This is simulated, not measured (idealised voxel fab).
Proc. module: voxel transistor to metal
Cross-section cut: width 170 nm, square cells of 5 nm.
Reading order for cross-sections: top band down to bottom band. Underlying form: a grid of square cells. Band size: one or more rows of cells. In this notation a band is specified by the heights of its top and bottom, in that order and in nm, after which its materials appear from left to right, each paired with its width in nm. The word "everywhere" attached to a single material means that material fills the band from edge to edge; the word "blank" stands for empty space. Below 0: as-received wafer, all one material; heights counted from there. Lowest band: no bottom, goes on down, written "from 0 down". When a width is written as two numbers, as in "30..40", the first number is the width in the top row of cells of the band and the second is the width in its bottom row, and the width changes by the same amount from each row to the next. "no modification" -> step changed no cross-section cell. "closed voids" means: voids of 8 cells or more that are shut off from the top with no open way through. Written width x height at distance, distance from the left edge, in nm. Where a step's line continues beyond its settings, the continuation is a remark by the simulator itself on that step. overlay nm: how far to the right of its planned place the mask lay on this masked step (negative: to the left).

## Listed below are the process steps as planned
| 1 | RECEIVE,material Si |
| 2 | OXIDIZE,depth nm 5 |
| 3 | CONFORMAL_DEP,material SiN,thk nm 10 |
| 4 | PATTERN,tone cover,mask id ACTIVE,material resist,width nm 95,thk nm 20,overlay nm 0 |
| 5 | DIRECTIONAL_ETCH,etch materials SiN,depth nm 10 |
| 6 | DIRECTIONAL_ETCH,etch materials SiO2,depth nm 5 |
| 7 | DIRECTIONAL_ETCH,etch materials Si,depth nm 35 |
| 8 | STRIP,etch materials resist |
| 9 | OXIDIZE,depth nm 5 |
| 10 | FILL_DEP,material SiO2,thk nm 15 |
| 11 | CMP,height nm 10 |
| 12 | SELECTIVE_ETCH,etch materials SiO2,depth nm 10 |
| 13 | STRIP,etch materials SiN |
| 14 | SELECTIVE_ETCH,etch materials SiO2,depth nm 5 |
| 15 | OXIDIZE,depth nm 5 |
| 16 | DIRECTIONAL_DEP,material polySi,thk nm 25 |
| 17 | DIRECTIONAL_DEP,material SiCN,thk nm 10 |
| 18 | MASKED_ETCH,tone cover,mask id GATE,width nm 25,etch materials SiCN,depth nm 20,overlay nm 0 |
| 19 | MASKED_ETCH,tone cover,mask id GATE,width nm 25,etch materials polySi,depth nm 35,overlay nm 0 |
| 20 | CONFORMAL_DEP,material SiO2,thk nm 5 |
| 21 | DIRECTIONAL_ETCH,etch materials SiO2,depth nm 5 |
| 22 | CONFORMAL_DEP,material SiN,thk nm 10 |
| 23 | DIRECTIONAL_ETCH,etch materials SiN,depth nm 10 |
| 24 | DIRECTIONAL_ETCH,etch materials SiO2,depth nm 5 |
| 25 | EPI,material pSi,thk nm 5 |
| 26 | FILL_DEP,material SiO2,thk nm 10 |
| 27 | CMP,height nm 20 |
| 28 | STRIP,etch materials polySi |
| 29 | SELECTIVE_ETCH,etch materials SiO2,depth nm 5 |
| 30 | CONFORMAL_DEP,material HfO2,thk nm 5 |
| 31 | CONFORMAL_DEP,material TiN,thk nm 5 |
| 32 | FILL_DEP,material W,thk nm 10 |
| 33 | CMP,height nm 15 |
| 34 | DIRECTIONAL_DEP,material SiO2,thk nm 15 |
| 35 | MASKED_ETCH,tone open,mask id CONTACT,width nm 15,pitch nm 70,etch materials SiO2,depth nm 35,overlay nm 0 |
| 36 | CONFORMAL_DEP,material TiN,thk nm 5 |
| 37 | FILL_DEP,material W,thk nm 10 |
| 38 | CMP,height nm 30 |
| 39 | CONFORMAL_DEP,material SiN,thk nm 5 |
| 40 | DIRECTIONAL_DEP,material lowk,thk nm 20 |
| 41 | MASKED_ETCH,tone open,mask id METAL_1,width nm 15,pitch nm 70,etch materials lowk,depth nm 20,overlay nm 0 |
| 42 | MASKED_ETCH,tone open,mask id METAL_1,width nm 15,pitch nm 70,etch materials SiN,depth nm 5,overlay nm 0 |
| 43 | CONFORMAL_DEP,material TiN,thk nm 5 |
| 44 | FILL_DEP,material W,thk nm 5 |
| 45 | CMP,height nm 55 |
| 46 | EPI,material Ru,thk nm 5 |
| 47 | FILL_DEP,material SiCN,thk nm 5 |

## Run as planned: first of two wafers

## Wafer as received: cross-section following step 1
    from 0 down: Si everywhere
    closed voids: none

## Wafer after step 2 (cross-section)
    from 0 to -5: SiO2 everywhere
    Nothing below the height -5 has changed.

## Wafer after step 3 (cross-section)
    from 10 to 0: SiN everywhere
    Nothing below the height 0 has changed.

## Wafer after step 4 (cross-section)
    from 30 to 10: 35 of blank, then 95 of resist, then 40 of blank
    Nothing below the height 10 has changed.

## Wafer after step 5 (cross-section)
    from 30 to 10: 35 of blank, then 95 of resist, then 40 of blank
    from 10 to 0: 35 of blank, then 95 of SiN, then 40 of blank
    Nothing below the height 0 has changed.

## Wafer after step 6 (cross-section)
    from 30 to 10: 35 of blank, then 95 of resist, then 40 of blank
    from 10 to 0: 35 of blank, then 95 of SiN, then 40 of blank
    from 0 to -5: 35 of blank, then 95 of SiO2, then 40 of blank
    Nothing below the height -5 has changed.

## Wafer after step 7 (cross-section)
    from 30 to 10: 35 of blank, then 95 of resist, then 40 of blank
    from 10 to 0: 35 of blank, then 95 of SiN, then 40 of blank
    from 0 to -5: 35 of blank, then 95 of SiO2, then 40 of blank
    from -5 to -40: 35 of blank, then 95 of Si, then 40 of blank
    Nothing below the height -40 has changed.

## Wafer after step 8 (cross-section)
    from 10 to 0: 35 of blank, then 95 of SiN, then 40 of blank
    Nothing below the height 0 has changed.

## Wafer after step 9 (cross-section)
    from 10 to 0: 35 of blank, then 95 of SiN, then 40 of blank
    from 0 to -5: 35 of blank, then 95 of SiO2, then 40 of blank
    from -5 to -40: 35 of blank, then 5 of SiO2, then 85 of Si, then 5 of SiO2, then 40 of blank
    from -40 to -45: 40 of SiO2, then 85 of Si, then 45 of SiO2
    Nothing below the height -45 has changed.

## Wafer after step 10 (cross-section)
    from 25 to 10: SiO2 everywhere
    from 10 to 0: 35 of SiO2, then 95 of SiN, then 40 of SiO2
    from 0 to -5: SiO2 everywhere
    from -5 to -45: 40 of SiO2, then 85 of Si, then 45 of SiO2
    Nothing below the height -45 has changed.

## Wafer after step 11 (cross-section)
    from 10 to 0: 35 of SiO2, then 95 of SiN, then 40 of SiO2
    Nothing below the height 0 has changed.

## Wafer after step 12 (cross-section)
    from 10 to 0: 35 of blank, then 95 of SiN, then 40 of blank
    Nothing below the height 0 has changed.

## Wafer after step 13 (cross-section)
    from 0 to -5: SiO2 everywhere
    Nothing below the height -5 has changed.

## Wafer after step 14 (cross-section)
    from -5 to -45: 40 of SiO2, then 85 of Si, then 45 of SiO2
    Nothing below the height -45 has changed.

## Wafer after step 15 (cross-section)
    from -5 to -10: SiO2 everywhere
    Nothing below the height -10 has changed.

## Wafer after step 16 (cross-section)
    from 20 to -5: polySi everywhere
    Nothing below the height -5 has changed.

## Wafer after step 17 (cross-section)
    from 30 to 20: SiCN everywhere
    Nothing below the height 20 has changed.

## Wafer after step 18 (cross-section)
    from 30 to 20: 70 of blank, then 25 of SiCN, then 75 of blank
    Nothing below the height 20 has changed.

## Wafer after step 19 (cross-section)
    from 30 to 20: 70 of blank, then 25 of SiCN, then 75 of blank
    from 20 to -5: 70 of blank, then 25 of polySi, then 75 of blank
    Nothing below the height -5 has changed.

## Wafer after step 20 (cross-section)
    from 35 to 30: 65 of blank, then 35 of SiO2, then 70 of blank
    from 30 to 20: 65 of blank, then 5 of SiO2, then 25 of SiCN, then 5 of SiO2, then 70 of blank
    from 20 to 0: 65 of blank, then 5 of SiO2, then 25 of polySi, then 5 of SiO2, then 70 of blank
    from 0 to -5: 70 of SiO2, then 25 of polySi, then 75 of SiO2
    Nothing below the height -5 has changed.

## Wafer after step 21 (cross-section)
    from 30 to 20: 65 of blank, then 5 of SiO2, then 25 of SiCN, then 5 of SiO2, then 70 of blank
    from 20 to -5: 65 of blank, then 5 of SiO2, then 25 of polySi, then 5 of SiO2, then 70 of blank
    Nothing below the height -5 has changed.

## Wafer after step 22 (cross-section)
    from 40 to 30: 55 of blank, then 55 of SiN, then 60 of blank
    from 30 to 20: 55 of blank, then 10 of SiN, then 5 of SiO2, then 25 of SiCN, then 5 of SiO2, then 10 of SiN, then 60 of blank
    from 20 to 5: 55 of blank, then 10 of SiN, then 5 of SiO2, then 25 of polySi, then 5 of SiO2, then 10 of SiN, then 60 of blank
    from 5 to -5: 65 of SiN, then 5 of SiO2, then 25 of polySi, then 5 of SiO2, then 70 of SiN
    Nothing below the height -5 has changed.

## Wafer after step 23 (cross-section)
    from 30 to 20: 55 of blank, then 10 of SiN, then 5 of SiO2, then 25 of SiCN, then 5 of SiO2, then 10 of SiN, then 60 of blank
    from 20 to -5: 55 of blank, then 10 of SiN, then 5 of SiO2, then 25 of polySi, then 5 of SiO2, then 10 of SiN, then 60 of blank
    Nothing below the height -5 has changed.

## Wafer after step 24 (cross-section)
    from 30 to 25: 55 of blank, then 10 of SiN, then 5 of blank, then 25 of SiCN, then 5 of blank, then 10 of SiN, then 60 of blank
    from 25 to 20: 55 of blank, then 10 of SiN, then 5 of SiO2, then 25 of SiCN, then 5 of SiO2, then 10 of SiN, then 60 of blank
    from 20 to -5: 55 of blank, then 10 of SiN, then 5 of SiO2, then 25 of polySi, then 5 of SiO2, then 10 of SiN, then 60 of blank
    from -5 to -10: 55 of blank, then 55 of SiO2, then 60 of blank
    Nothing below the height -10 has changed.

## Wafer after step 25 (cross-section)
    from 30 to 25: 55 of blank, then 10 of SiN, then 5 of blank, then 25 of SiCN, then 5 of blank, then 10 of SiN, then 60 of blank
    from 25 to 20: 55 of blank, then 10 of SiN, then 5 of SiO2, then 25 of SiCN, then 5 of SiO2, then 10 of SiN, then 60 of blank
    from 20 to -5: 55 of blank, then 10 of SiN, then 5 of SiO2, then 25 of polySi, then 5 of SiO2, then 10 of SiN, then 60 of blank
    from -5 to -10: 35 of blank, then 20 of pSi, then 55 of SiO2, then 20 of pSi, then 40 of blank
    Nothing below the height -10 has changed.

## Wafer after step 26 (cross-section)
    from 40 to 30: SiO2 everywhere
    from 30 to 20: 55 of SiO2, then 10 of SiN, then 5 of SiO2, then 25 of SiCN, then 5 of SiO2, then 10 of SiN, then 60 of SiO2
    from 20 to -5: 55 of SiO2, then 10 of SiN, then 5 of SiO2, then 25 of polySi, then 5 of SiO2, then 10 of SiN, then 60 of SiO2
    from -5 to -10: 35 of SiO2, then 20 of pSi, then 55 of SiO2, then 20 of pSi, then 40 of SiO2
    Nothing below the height -10 has changed.

## Wafer after step 27 (cross-section)
    from 20 to -5: 55 of SiO2, then 10 of SiN, then 5 of SiO2, then 25 of polySi, then 5 of SiO2, then 10 of SiN, then 60 of SiO2
    Nothing below the height -5 has changed.

## Wafer after step 28 (cross-section)
    from 20 to -5: 55 of SiO2, then 10 of SiN, then 5 of SiO2, then 25 of blank, then 5 of SiO2, then 10 of SiN, then 60 of SiO2
    Nothing below the height -5 has changed.

## Wafer after step 29 (cross-section)
    from 20 to 15: 55 of blank, then 10 of SiN, then 35 of blank, then 10 of SiN, then 60 of blank
    from 15 to -5: 55 of SiO2, then 10 of SiN, then 35 of blank, then 10 of SiN, then 60 of SiO2
    from -5 to -10: 35 of SiO2, then 20 of pSi, then 10 of SiO2, then 35 of blank, then 10 of SiO2, then 20 of pSi, then 40 of SiO2
    Nothing below the height -10 has changed.

## Wafer after step 30 (cross-section)
    from 25 to 20: 50 of blank, then 20 of HfO2, then 25 of blank, then 20 of HfO2, then 55 of blank
    from 20 to 15: 55 of HfO2, then 10 of SiN, then 5 of HfO2, then 25 of blank, then 5 of HfO2, then 10 of SiN, then 60 of HfO2
    from 15 to -5: 55 of SiO2, then 10 of SiN, then 5 of HfO2, then 25 of blank, then 5 of HfO2, then 10 of SiN, then 60 of SiO2
    from -5 to -10: 35 of SiO2, then 20 of pSi, then 10 of SiO2, then 35 of HfO2, then 10 of SiO2, then 20 of pSi, then 40 of SiO2
    Nothing below the height -10 has changed.

## Wafer after step 31 (cross-section)
    from 30 to 25: 45 of blank, then 30 of TiN, then 15 of blank, then 30 of TiN, then 50 of blank
    from 25 to 20: 50 of TiN, then 20 of HfO2, then 5 of TiN, then 15 of blank, then 5 of TiN, then 20 of HfO2, then 55 of TiN
    from 20 to 15: 55 of HfO2, then 10 of SiN, then 5 of HfO2, then 5 of TiN, then 15 of blank, then 5 of TiN, then 5 of HfO2, then 10 of SiN, then 60 of HfO2
    from 15 to 0: 55 of SiO2, then 10 of SiN, then 5 of HfO2, then 5 of TiN, then 15 of blank, then 5 of TiN, then 5 of HfO2, then 10 of SiN, then 60 of SiO2
    from 0 to -5: 55 of SiO2, then 10 of SiN, then 5 of HfO2, then 25 of TiN, then 5 of HfO2, then 10 of SiN, then 60 of SiO2
    Nothing below the height -5 has changed.

## Wafer after step 32 (cross-section)
    from 40 to 30: W everywhere
    from 30 to 25: 45 of W, then 30 of TiN, then 15 of W, then 30 of TiN, then 50 of W
    from 25 to 20: 50 of TiN, then 20 of HfO2, then 5 of TiN, then 15 of W, then 5 of TiN, then 20 of HfO2, then 55 of TiN
    from 20 to 15: 55 of HfO2, then 10 of SiN, then 5 of HfO2, then 5 of TiN, then 15 of W, then 5 of TiN, then 5 of HfO2, then 10 of SiN, then 60 of HfO2
    from 15 to 0: 55 of SiO2, then 10 of SiN, then 5 of HfO2, then 5 of TiN, then 15 of W, then 5 of TiN, then 5 of HfO2, then 10 of SiN, then 60 of SiO2
    Nothing below the height 0 has changed.

## Wafer after step 33 (cross-section)
    from 15 to 0: 55 of SiO2, then 10 of SiN, then 5 of HfO2, then 5 of TiN, then 15 of W, then 5 of TiN, then 5 of HfO2, then 10 of SiN, then 60 of SiO2
    Nothing below the height 0 has changed.

## Wafer after step 34 (cross-section)
    from 30 to 15: SiO2 everywhere
    Nothing below the height 15 has changed.

## Wafer after step 35 (cross-section)
    from 30 to 15: 40 of SiO2, then 15 of blank, then 55 of SiO2, then 15 of blank, then 45 of SiO2
    from 15 to 0: 40 of SiO2, then 15 of blank, then 10 of SiN, then 5 of HfO2, then 5 of TiN, then 15 of W, then 5 of TiN, then 5 of HfO2, then 10 of SiN, then 15 of blank, then 45 of SiO2
    from 0 to -5: 40 of SiO2, then 15 of blank, then 10 of SiN, then 5 of HfO2, then 25 of TiN, then 5 of HfO2, then 10 of SiN, then 15 of blank, then 45 of SiO2
    Nothing below the height -5 has changed.

## Wafer after step 36 (cross-section)
    from 35 to 30: 45 of TiN, then 5 of blank, then 65 of TiN, then 5 of blank, then 50 of TiN
    from 30 to 15: 40 of SiO2, then 5 of TiN, then 5 of blank, then 5 of TiN, then 55 of SiO2, then 5 of TiN, then 5 of blank, then 5 of TiN, then 45 of SiO2
    from 15 to 0: 40 of SiO2, then 5 of TiN, then 5 of blank, then 5 of TiN, then 10 of SiN, then 5 of HfO2, then 5 of TiN, then 15 of W, then 5 of TiN, then 5 of HfO2, then 10 of SiN, then 5 of TiN, then 5 of blank, then 5 of TiN, then 45 of SiO2
    from 0 to -5: 40 of SiO2, then 15 of TiN, then 10 of SiN, then 5 of HfO2, then 25 of TiN, then 5 of HfO2, then 10 of SiN, then 15 of TiN, then 45 of SiO2
    Nothing below the height -5 has changed.

## Wafer after step 37 (cross-section)
    from 45 to 35: W everywhere
    from 35 to 30: 45 of TiN, then 5 of W, then 65 of TiN, then 5 of W, then 50 of TiN
    from 30 to 15: 40 of SiO2, then 5 of TiN, then 5 of W, then 5 of TiN, then 55 of SiO2, then 5 of TiN, then 5 of W, then 5 of TiN, then 45 of SiO2
    from 15 to 0: 40 of SiO2, then 5 of TiN, then 5 of W, then 5 of TiN, then 10 of SiN, then 5 of HfO2, then 5 of TiN, then 15 of W, then 5 of TiN, then 5 of HfO2, then 10 of SiN, then 5 of TiN, then 5 of W, then 5 of TiN, then 45 of SiO2
    Nothing below the height 0 has changed.

## Wafer after step 38 (cross-section)
    from 30 to 15: 40 of SiO2, then 5 of TiN, then 5 of W, then 5 of TiN, then 55 of SiO2, then 5 of TiN, then 5 of W, then 5 of TiN, then 45 of SiO2
    Nothing below the height 15 has changed.

## Wafer after step 39 (cross-section)
    from 35 to 30: SiN everywhere
    Nothing below the height 30 has changed.

## Wafer after step 40 (cross-section)
    from 55 to 35: lowk everywhere
    Nothing below the height 35 has changed.

## Wafer after step 41 (cross-section)
    from 55 to 35: 40 of lowk, then 15 of blank, then 55 of lowk, then 15 of blank, then 45 of lowk
    Nothing below the height 35 has changed.

## Wafer after step 42 (cross-section)
    from 55 to 35: 40 of lowk, then 15 of blank, then 55 of lowk, then 15 of blank, then 45 of lowk
    from 35 to 30: 40 of SiN, then 15 of blank, then 55 of SiN, then 15 of blank, then 45 of SiN
    Nothing below the height 30 has changed.

## Wafer after step 43 (cross-section)
    from 60 to 55: 45 of TiN, then 5 of blank, then 65 of TiN, then 5 of blank, then 50 of TiN
    from 55 to 35: 40 of lowk, then 5 of TiN, then 5 of blank, then 5 of TiN, then 55 of lowk, then 5 of TiN, then 5 of blank, then 5 of TiN, then 45 of lowk
    from 35 to 30: 40 of SiN, then 15 of TiN, then 55 of SiN, then 15 of TiN, then 45 of SiN
    Nothing below the height 30 has changed.

## Wafer after step 44 (cross-section)
    from 65 to 60: W everywhere
    from 60 to 55: 45 of TiN, then 5 of W, then 65 of TiN, then 5 of W, then 50 of TiN
    from 55 to 35: 40 of lowk, then 5 of TiN, then 5 of W, then 5 of TiN, then 55 of lowk, then 5 of TiN, then 5 of W, then 5 of TiN, then 45 of lowk
    Nothing below the height 35 has changed.

## Wafer after step 45 (cross-section)
    from 55 to 35: 40 of lowk, then 5 of TiN, then 5 of W, then 5 of TiN, then 55 of lowk, then 5 of TiN, then 5 of W, then 5 of TiN, then 45 of lowk
    Nothing below the height 35 has changed.

## Wafer after step 46 (cross-section)
    from 60 to 55: 35 of blank, then 25 of Ru, then 45 of blank, then 25 of Ru, then 40 of blank
    Nothing below the height 55 has changed.

## Wafer after step 47 (cross-section)
    from 65 to 60: SiCN everywhere
    from 60 to 55: 35 of SiCN, then 25 of Ru, then 45 of SiCN, then 25 of Ru, then 40 of SiCN
    Nothing below the height 55 has changed.

## It is to be noted that the second wafer proceeded from the same initial state and according to the same plan as the first, although one mistake was committed in its execution; through step 34, inclusive, the two wafers share an identical history

## Cross-section of the second wafer corresponding to the planned conclusion of step 35
    from 30 to 15: 40 of blank, then 15 of SiO2, then 55 of blank, then 15 of SiO2, then 45 of blank
    from 15 to 0: 40 of blank, then 15 of SiO2, then 10 of SiN, then 5 of HfO2, then 5 of TiN, then 15 of W, then 5 of TiN, then 5 of HfO2, then 10 of SiN, then 15 of SiO2, then 45 of blank
    from 0 to -5: 40 of blank, then 15 of SiO2, then 10 of SiN, then 5 of HfO2, then 25 of TiN, then 5 of HfO2, then 10 of SiN, then 15 of SiO2, then 45 of blank
    Nothing below the height -5 has changed.

## Cross-section of the second wafer corresponding to the planned conclusion of step 36
    from 35 to 30: 35 of blank, then 25 of TiN, then 45 of blank, then 25 of TiN, then 40 of blank
    from 30 to 20: 35 of blank, then 5 of TiN, then 15 of SiO2, then 5 of TiN, then 45 of blank, then 5 of TiN, then 15 of SiO2, then 5 of TiN, then 40 of blank
    from 20 to 15: 35 of blank, then 5 of TiN, then 15 of SiO2, then 55 of TiN, then 15 of SiO2, then 5 of TiN, then 40 of blank
    from 15 to 0: 35 of blank, then 5 of TiN, then 15 of SiO2, then 10 of SiN, then 5 of HfO2, then 5 of TiN, then 15 of W, then 5 of TiN, then 5 of HfO2, then 10 of SiN, then 15 of SiO2, then 5 of TiN, then 40 of blank
    from 0 to -5: 40 of TiN, then 15 of SiO2, then 10 of SiN, then 5 of HfO2, then 25 of TiN, then 5 of HfO2, then 10 of SiN, then 15 of SiO2, then 45 of TiN
    Nothing below the height -5 has changed.

## Cross-section of the second wafer corresponding to the planned conclusion of step 37
    from 45 to 35: W everywhere
    from 35 to 30: 35 of W, then 25 of TiN, then 45 of W, then 25 of TiN, then 40 of W
    from 30 to 20: 35 of W, then 5 of TiN, then 15 of SiO2, then 5 of TiN, then 45 of W, then 5 of TiN, then 15 of SiO2, then 5 of TiN, then 40 of W
    from 20 to 15: 35 of W, then 5 of TiN, then 15 of SiO2, then 55 of TiN, then 15 of SiO2, then 5 of TiN, then 40 of W
    from 15 to 0: 35 of W, then 5 of TiN, then 15 of SiO2, then 10 of SiN, then 5 of HfO2, then 5 of TiN, then 15 of W, then 5 of TiN, then 5 of HfO2, then 10 of SiN, then 15 of SiO2, then 5 of TiN, then 40 of W
    Nothing below the height 0 has changed.

## Cross-section of the second wafer corresponding to the planned conclusion of step 38
    from 30 to 20: 35 of W, then 5 of TiN, then 15 of SiO2, then 5 of TiN, then 45 of W, then 5 of TiN, then 15 of SiO2, then 5 of TiN, then 40 of W
    Nothing below the height 20 has changed.

## Cross-section of the second wafer corresponding to the planned conclusion of step 39
    from 35 to 30: SiN everywhere
    Nothing below the height 30 has changed.

## Cross-section of the second wafer corresponding to the planned conclusion of step 40
    from 55 to 35: lowk everywhere
    Nothing below the height 35 has changed.

## Cross-section of the second wafer corresponding to the planned conclusion of step 41
    from 55 to 35: 40 of lowk, then 15 of blank, then 55 of lowk, then 15 of blank, then 45 of lowk
    Nothing below the height 35 has changed.

## Cross-section of the second wafer corresponding to the planned conclusion of step 42
    from 55 to 35: 40 of lowk, then 15 of blank, then 55 of lowk, then 15 of blank, then 45 of lowk
    from 35 to 30: 40 of SiN, then 15 of blank, then 55 of SiN, then 15 of blank, then 45 of SiN
    Nothing below the height 30 has changed.

## Cross-section of the second wafer corresponding to the planned conclusion of step 43
    from 60 to 55: 45 of TiN, then 5 of blank, then 65 of TiN, then 5 of blank, then 50 of TiN
    from 55 to 35: 40 of lowk, then 5 of TiN, then 5 of blank, then 5 of TiN, then 55 of lowk, then 5 of TiN, then 5 of blank, then 5 of TiN, then 45 of lowk
    from 35 to 30: 40 of SiN, then 15 of TiN, then 55 of SiN, then 15 of TiN, then 45 of SiN
    Nothing below the height 30 has changed.

## Cross-section of the second wafer corresponding to the planned conclusion of step 44
    from 65 to 60: W everywhere
    from 60 to 55: 45 of TiN, then 5 of W, then 65 of TiN, then 5 of W, then 50 of TiN
    from 55 to 35: 40 of lowk, then 5 of TiN, then 5 of W, then 5 of TiN, then 55 of lowk, then 5 of TiN, then 5 of W, then 5 of TiN, then 45 of lowk
    Nothing below the height 35 has changed.

## Cross-section of the second wafer corresponding to the planned conclusion of step 45
    from 55 to 35: 40 of lowk, then 5 of TiN, then 5 of W, then 5 of TiN, then 55 of lowk, then 5 of TiN, then 5 of W, then 5 of TiN, then 45 of lowk
    Nothing below the height 35 has changed.

## Cross-section of the second wafer corresponding to the planned conclusion of step 46
    from 60 to 55: 35 of blank, then 25 of Ru, then 45 of blank, then 25 of Ru, then 40 of blank
    Nothing below the height 55 has changed.

## Cross-section of the second wafer corresponding to the planned conclusion of step 47
    from 65 to 60: SiCN everywhere
    from 60 to 55: 35 of SiCN, then 25 of Ru, then 45 of SiCN, then 25 of Ru, then 40 of SiCN
    Nothing below the height 55 has changed.
The mistake made against the process plan was this: contrary to plan, step 35 was performed as MASKED_ETCH,tone cover,mask id CONTACT,width nm 15,pitch nm 70,etch materials SiO2,depth nm 35,overlay nm 0
At the finish, the second wafer shows more or fewer cells for some materials than the first does: -110 SiO2 | +14 TiN | +96 W
